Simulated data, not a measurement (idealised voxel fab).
Presented below is a process module, voxel air gaps.
Square cell edge 5 nm, section width 235 nm, ID cut.
Cross-section, as written here: a square-cell grid given band by band from the top down, where a band holds one or more rows of cells. This entry defines a band. It first specifies the height of the band's top and the height of its bottom in nm, and then specifies the band's materials from left to right, stating each material with its width in nm. The word "edge to edge" identifies a single material that fills the band from edge to edge, while the word "blank" identifies empty space. Heads up on the height convention: 0 is the point under which the incoming wafer is all one material, and the lowest band has no bottom, it just keeps going down, like "0 nm and below". The notation "30..40" denotes a width that varies across the rows of cells in the band, beginning at the first number in the top row, finishing at the second number in the bottom row, and changing by an identical amount from each row to the next. Key: "no alterations made" - step with no changed cell in the cross-section. "Sealed internal voids" enumerates empty spaces isolated from the top, with no open way to it, that contain at least 8 cells, giving each as width x height at distance from the left edge, all three in nm. On each step's line, the part that comes after the settings is the simulator's own comment on the step. overlay nm: mask offset rightward from planned place, masked step; negative means leftward offset.
**Set out below are the planned steps of the process**
1. RECEIVE, material Si
2. CONFORMAL_DEP, material SiO2, thk nm 10
3. CONFORMAL_DEP, material SiN, thk nm 5
4. DIRECTIONAL_DEP, material SiO2, thk nm 40
5. MASKED_ETCH, tone open, mask id LINES, width nm 25, pitch nm 55, etch materials SiO2, depth nm 40, overlay nm 0
6. CONFORMAL_DEP, material TiN, thk nm 5
7. FILL_DEP, material Ru, thk nm 5
8. CMP, height nm 45
9. EPI, material Ru, thk nm 10
10. SELECTIVE_ETCH, etch materials SiO2, depth nm 50
11. CONFORMAL_DEP, material SiCN, thk nm 5
Wafers differ in height nm at step 8; plan lists the first wafer's value; identical starting state.
**Cross-section: the first of several wafers in its as-received state, i.e. following step 1**
	0 nm and below | Si edge to edge
	Sealed internal voids: none
**The first of several wafers, seen in cross-section after the module's last step, step 11**
	60 nm to 55 nm | blank 5 nm; SiCN 220 nm; blank 10 nm
	55 nm to 45 nm | blank 5 nm; SiCN 5 nm; Ru 45 nm; SiCN 10 nm; Ru 45 nm; SiCN 10 nm; Ru 45 nm; SiCN 10 nm; Ru 45 nm; SiCN 5 nm; blank 10 nm
	45 nm to 40 nm | blank 5 nm; SiCN 15 nm; TiN 5 nm; Ru 15 nm; TiN 5 nm; SiCN 30 nm; TiN 5 nm; Ru 15 nm; TiN 5 nm; SiCN 30 nm; TiN 5 nm; Ru 15 nm; TiN 5 nm; SiCN 30 nm; TiN 5 nm; Ru 15 nm; TiN 5 nm; SiCN 15 nm; blank 10 nm
	40 nm to 20 nm | blank 15 nm; SiCN 5 nm; TiN 5 nm; Ru 15 nm; TiN 5 nm; SiCN 5 nm; blank 20 nm; SiCN 5 nm; TiN 5 nm; Ru 15 nm; TiN 5 nm; SiCN 5 nm; blank 20 nm; SiCN 5 nm; TiN 5 nm; Ru 15 nm; TiN 5 nm; SiCN 5 nm; blank 20 nm; SiCN 5 nm; TiN 5 nm; Ru 15 nm; TiN 5 nm; SiCN 5 nm; blank 20 nm
	20 nm to 15 nm | SiCN 20 nm; TiN 25 nm; SiCN 30 nm; TiN 25 nm; SiCN 30 nm; TiN 25 nm; SiCN 30 nm; TiN 25 nm; SiCN 25 nm
	15 nm to 10 nm | SiN edge to edge
	10 nm to 0 nm | SiO2 edge to edge
	0 nm and below | Si edge to edge
	Sealed internal voids: 20 x 20 at 50; 20 x 20 at 105; 20 x 20 at 160
**Sectional view of the last wafer upon completion of the module**
	80 nm to 75 nm | SiCN edge to edge
	75 nm to 60 nm | Ru edge to edge
	60 nm to 55 nm | TiN 25 nm; Ru 15 nm; TiN 40 nm; Ru 15 nm; TiN 40 nm; Ru 15 nm; TiN 40 nm; Ru 15 nm; TiN 30 nm
	55 nm to 20 nm | SiO2 20 nm; TiN 5 nm; Ru 15 nm; TiN 5 nm; SiO2 30 nm; TiN 5 nm; Ru 15 nm; TiN 5 nm; SiO2 30 nm; TiN 5 nm; Ru 15 nm; TiN 5 nm; SiO2 30 nm; TiN 5 nm; Ru 15 nm; TiN 5 nm; SiO2 25 nm
	20 nm to 15 nm | SiO2 20 nm; TiN 25 nm; SiO2 30 nm; TiN 25 nm; SiO2 30 nm; TiN 25 nm; SiO2 30 nm; TiN 25 nm; SiO2 25 nm
	15 nm to 10 nm | SiN edge to edge
	10 nm to 0 nm | SiO2 edge to edge
	0 nm and below | Si edge to edge
	Sealed internal voids: none
**End of module, by wafer: material-by-material cell gain (+) or loss (-) since receipt, then closed voids**
height nm 45, +132 Ru, +143 SiCN, +47 SiN, +94 SiO2, +60 TiN, Sealed internal voids: 20 x 20 at 50; 20 x 20 at 105; 20 x 20 at 160
height nm 50, +144 Ru, +151 SiCN, +47 SiN, +94 SiO2, +68 TiN, Sealed internal voids: 20 x 25 at 50; 20 x 25 at 105; 20 x 25 at 160
height nm 55, +156 Ru, +159 SiCN, +47 SiN, +94 SiO2, +76 TiN, Sealed internal voids: 20 x 30 at 50; 20 x 30 at 105; 20 x 30 at 160
height nm 60, +190 Ru, +47 SiCN, +47 SiN, +310 SiO2, +111 TiN, Sealed internal voids: none
height nm 65, +237 Ru, +47 SiCN, +47 SiN, +310 SiO2, +111 TiN, Sealed internal voids: none
